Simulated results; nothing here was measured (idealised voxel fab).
The document below concerns the process module designated voxel tone inversion.
Cross-section cut: width 300 nm, square cells of 5 nm.
In what follows, cross-sections appear as grids of square cells, described through bands that run from the top down, where every band is one or more rows of cells.
For a band, the entry starts with two heights in nm, that of the top and then that of the bottom, and carries on with the band's materials in order from left to right, each alongside its width in nm; the word "full width" beside a single material means it fills the band edge to edge, and "air" means empty space.
Heights are expressed relative to 0, this being the level below which the as-received wafer comprises one material exclusively. The lowest band is unbounded in the downward direction and is denoted as in "0 and below".
Note: "30..40" means the width goes from the first number (top row of the band) to the second number (bottom row) in equal steps per row of cells.
Reading "remained unchanged" for a step: not a cell of the cross-section changed in it.
Enclosed internal cavities: empty space of 8 cells or more with no open way to the top, each as width x height at its distance from the left edge, in nm
Formally, on a step line, whatever follows the settings is a remark that the simulator itself makes on the step.
If you see "overlay nm" on a step's line and that step has a mask, it's telling you how far right of where it was planned the mask ended up; a negative number means it went left instead.
This section lists the process steps that were planned:
1 op RECEIVE | material Si
2 op CONFORMAL_DEP | material SiCN | thk nm 5
3 op DIRECTIONAL_DEP | material polySi | thk nm 15
4 op PATTERN | tone cover | mask id POSTS | material resist | width nm 20 | pitch nm 40 | thk nm 25 | overlay nm 0
5 op DIRECTIONAL_ETCH | etch materials polySi | depth nm 15
6 op STRIP | etch materials resist
7 op FILL_DEP | material SiO2 | thk nm 5
8 op CMP | height nm 20
9 op STRIP | etch materials polySi
Wafer cross-section on receipt, i.e. after step 1:
- 0 and below: Si full width
- Enclosed internal cavities: none
Starting structure and process plan are as shown above, but one mistake was made in running the module; the wafer cross-section at the end of the module follows:
- 20 down to 5: air=120; SiO2=20; air=20; SiO2=20; air=120
- 5 down to 0: SiCN full width
- 0 and below: Si full width
- Enclosed internal cavities: none
Heads up, the wafer didn't run the way we planned it: step 4 ran as: op PATTERN | tone open | mask id POSTS | material resist | width nm 20 | pitch nm 40 | thk nm 25 | overlay nm 0
